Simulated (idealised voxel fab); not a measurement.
process module | voxel wiring stack
cross-section cut | 180 nm wide | cells 5 nm
A cross-section is a grid of square cells, given in bands from the top down. A band is one or more rows of cells.
Each band's line starts with the height of the band's top and of its bottom, in nm. Then come its materials from left to right, each with its width in nm. One material with "throughout" fills the band from edge to edge. "air" is empty space.
Height 0 is the level under which the wafer as received is all one material. The lowest band goes on downwards, as in "0 down".
A width such as "30 to 40" changes by the same amount from each row of cells to the next, from the band's top row to its bottom row.
"no change" after a step means that no cell of the cross-section changed.
closed voids: empty space of 8 cells or more with no open way to the top, each as width x height at its distance from the left edge, in nm
after a step's settings: what the simulator itself notes on the step
overlay nm, on a step with a mask: how far to the right of its planned place the mask lay; to the left if negative
plan
1 op RECEIVE | material Si
2 op CONFORMAL_DEP | material SiO2 | thk nm 10
3 op DIRECTIONAL_DEP | material TiN | thk nm 5
4 op DIRECTIONAL_DEP | material W | thk nm 15
5 op DIRECTIONAL_DEP | material aC | thk nm 15
6 op PATTERN | tone cover | mask id METAL_1 | material resist | width nm 20 | pitch nm 45 | thk nm 30 | overlay nm 0
7 op DIRECTIONAL_ETCH | etch materials aC | depth nm 15
8 op STRIP | etch materials resist
9 op DIRECTIONAL_ETCH | etch materials W | depth nm 15
10 op DIRECTIONAL_ETCH | etch materials TiN | depth nm 5
11 op STRIP | etch materials aC
12 op FILL_DEP | material SiO2 | thk nm 10
13 op CMP | height nm 30
14 op CONFORMAL_DEP | material SiCN | thk nm 5
15 op DIRECTIONAL_DEP | material lowk | thk nm 35
16 op DIRECTIONAL_DEP | material aC | thk nm 15
17 op PATTERN | tone open | mask id METAL_2_HOLES | material resist | width nm 15 | thk nm 35 | overlay nm 0
18 op DIRECTIONAL_ETCH | etch materials aC | depth nm 15
19 op STRIP | etch materials resist
20 op DIRECTIONAL_ETCH | etch materials lowk | depth nm 35
21 op STRIP | etch materials aC
22 op DIRECTIONAL_DEP | material aC | thk nm 15
23 op PATTERN | tone open | mask id METAL_2 | material resist | width nm 20 | pitch nm 45 | thk nm 30 | overlay nm 0
24 op DIRECTIONAL_ETCH | etch materials aC | depth nm 15
25 op STRIP | etch materials resist
26 op DIRECTIONAL_ETCH | etch materials lowk | depth nm 20
27 op DIRECTIONAL_ETCH | etch materials SiCN | depth nm 5
28 op STRIP | etch materials aC
29 op CONFORMAL_DEP | material TiN | thk nm 5
30 op FILL_DEP | material Cu | thk nm 5
31 op CMP | height nm 70
32 op CONFORMAL_DEP | material SiN | thk nm 5
first wafer, as planned
as received, after step 1
  0 down: Si throughout
  closed voids: none
after step 2
  10 to 0: SiO2 throughout
  below 0: unchanged
after step 3
  15 to 10: TiN throughout
  below 10: unchanged
after step 4
  30 to 15: W throughout
  below 15: unchanged
after step 5
  45 to 30: aC throughout
  below 30: unchanged
after step 6
  75 to 45: air 55 | resist 20 | air 25 | resist 20 | air 60
  below 45: unchanged
after step 7
  60 to 45: air 55 | resist 20 | air 25 | resist 20 | air 60
  45 to 30: air 55 | aC 20 | air 25 | aC 20 | air 60
  below 30: unchanged
after step 8
  45 to 30: air 55 | aC 20 | air 25 | aC 20 | air 60
  below 30: unchanged
after step 9
  45 to 30: air 55 | aC 20 | air 25 | aC 20 | air 60
  30 to 15: air 55 | W 20 | air 25 | W 20 | air 60
  below 15: unchanged
after step 10
  45 to 30: air 55 | aC 20 | air 25 | aC 20 | air 60
  30 to 15: air 55 | W 20 | air 25 | W 20 | air 60
  15 to 10: air 55 | TiN 20 | air 25 | TiN 20 | air 60
  below 10: unchanged
after step 11
  30 to 15: air 55 | W 20 | air 25 | W 20 | air 60
  below 15: unchanged
after step 12
  40 to 30: SiO2 throughout
  30 to 15: SiO2 55 | W 20 | SiO2 25 | W 20 | SiO2 60
  15 to 10: SiO2 55 | TiN 20 | SiO2 25 | TiN 20 | SiO2 60
  below 10: unchanged
after step 13
  30 to 15: SiO2 55 | W 20 | SiO2 25 | W 20 | SiO2 60
  below 15: unchanged
after step 14
  35 to 30: SiCN throughout
  below 30: unchanged
after step 15
  70 to 35: lowk throughout
  below 35: unchanged
after step 16
  85 to 70: aC throughout
  below 70: unchanged
after step 17
  120 to 85: resist 55 | air 15 | resist 110
  below 85: unchanged
after step 18
  105 to 85: resist 55 | air 15 | resist 110
  85 to 70: aC 55 | air 15 | aC 110
  below 70: unchanged
after step 19
  85 to 70: aC 55 | air 15 | aC 110
  below 70: unchanged
after step 20
  85 to 70: aC 55 | air 15 | aC 110
  70 to 35: lowk 55 | air 15 | lowk 110
  below 35: unchanged
after step 21
  70 to 35: lowk 55 | air 15 | lowk 110
  below 35: unchanged
after step 22
  85 to 70: aC 55 | air 15 | aC 110
  70 to 50: lowk 55 | air 15 | lowk 110
  50 to 35: lowk 55 | aC 15 | lowk 110
  below 35: unchanged
after step 23
  115 to 85: resist 55 | air 20 | resist 25 | air 20 | resist 60
  below 85: unchanged
after step 24
  100 to 85: resist 55 | air 20 | resist 25 | air 20 | resist 60
  85 to 70: aC 55 | air 20 | aC 25 | air 20 | aC 60
  70 to 35: lowk 55 | air 15 | lowk 110
  below 35: unchanged
after step 25
  85 to 70: aC 55 | air 20 | aC 25 | air 20 | aC 60
  below 70: unchanged
after step 26
  85 to 70: aC 55 | air 20 | aC 25 | air 20 | aC 60
  70 to 50: lowk 55 | air 20 | lowk 25 | air 20 | lowk 60
  below 50: unchanged
after step 27
  85 to 70: aC 55 | air 20 | aC 25 | air 20 | aC 60
  70 to 50: lowk 55 | air 20 | lowk 25 | air 20 | lowk 60
  50 to 35: lowk 55 | air 15 | lowk 110
  35 to 30: SiCN 55 | air 15 | SiCN 110
  below 30: unchanged
after step 28
  70 to 50: lowk 55 | air 20 | lowk 25 | air 20 | lowk 60
  below 50: unchanged
after step 29
  75 to 70: TiN 60 | air 10 | TiN 35 | air 10 | TiN 65
  70 to 55: lowk 55 | TiN 5 | air 10 | TiN 5 | lowk 25 | TiN 5 | air 10 | TiN 5 | lowk 60
  55 to 50: lowk 55 | TiN 5 | air 5 | TiN 10 | lowk 25 | TiN 20 | lowk 60
  50 to 35: lowk 55 | TiN 5 | air 5 | TiN 5 | lowk 110
  35 to 30: SiCN 55 | TiN 15 | SiCN 110
  below 30: unchanged
after step 30
  80 to 75: Cu throughout
  75 to 70: TiN 60 | Cu 10 | TiN 35 | Cu 10 | TiN 65
  70 to 55: lowk 55 | TiN 5 | Cu 10 | TiN 5 | lowk 25 | TiN 5 | Cu 10 | TiN 5 | lowk 60
  55 to 50: lowk 55 | TiN 5 | Cu 5 | TiN 10 | lowk 25 | TiN 20 | lowk 60
  50 to 35: lowk 55 | TiN 5 | Cu 5 | TiN 5 | lowk 110
  below 35: unchanged
after step 31
  70 to 55: lowk 55 | TiN 5 | Cu 10 | TiN 5 | lowk 25 | TiN 5 | Cu 10 | TiN 5 | lowk 60
  below 55: unchanged
after step 32
  75 to 70: SiN throughout
  below 70: unchanged
second wafer: like start, like plan, one mistake. Through step 13 it matches the first wafer
when step 14 should have ended
  65 to 30: lowk throughout
  below 30: unchanged
when step 15 should have ended
  70 to 65: SiCN throughout
  below 65: unchanged
when step 16 should have ended
  85 to 70: aC throughout
  below 70: unchanged
when step 17 should have ended
  120 to 85: resist 55 | air 15 | resist 110
  below 85: unchanged
when step 18 should have ended
  105 to 85: resist 55 | air 15 | resist 110
  85 to 70: aC 55 | air 15 | aC 110
  below 70: unchanged
when step 19 should have ended
  85 to 70: aC 55 | air 15 | aC 110
  below 70: unchanged
when step 20 should have ended: no change
when step 21 should have ended
  70 to 65: SiCN throughout
  below 65: unchanged
when step 22 should have ended
  85 to 70: aC throughout
  below 70: unchanged
when step 23 should have ended
  115 to 85: resist 55 | air 20 | resist 25 | air 20 | resist 60
  below 85: unchanged
when step 24 should have ended
  100 to 85: resist 55 | air 20 | resist 25 | air 20 | resist 60
  85 to 70: aC 55 | air 20 | aC 25 | air 20 | aC 60
  below 70: unchanged
when step 25 should have ended
  85 to 70: aC 55 | air 20 | aC 25 | air 20 | aC 60
  below 70: unchanged
when step 26 should have ended: no change
when step 27 should have ended
  85 to 70: aC 55 | air 20 | aC 25 | air 20 | aC 60
  70 to 65: SiCN 55 | air 20 | SiCN 25 | air 20 | SiCN 60
  below 65: unchanged
when step 28 should have ended
  70 to 65: SiCN 55 | air 20 | SiCN 25 | air 20 | SiCN 60
  below 65: unchanged
when step 29 should have ended
  75 to 70: TiN 60 | air 10 | TiN 35 | air 10 | TiN 65
  70 to 65: SiCN 55 | TiN 20 | SiCN 25 | TiN 20 | SiCN 60
  below 65: unchanged
when step 30 should have ended
  80 to 75: Cu throughout
  75 to 70: TiN 60 | Cu 10 | TiN 35 | Cu 10 | TiN 65
  below 70: unchanged
when step 31 should have ended
  70 to 65: SiCN 55 | TiN 20 | SiCN 25 | TiN 20 | SiCN 60
  below 65: unchanged
when step 32 should have ended
  75 to 70: SiN throughout
  below 70: unchanged
what went wrong: steps 14 and 15 were swapped
at the end the second wafer has, in cells: 16 fewer of Cu | 5 fewer of SiCN | 20 fewer of TiN | 41 more of lowk
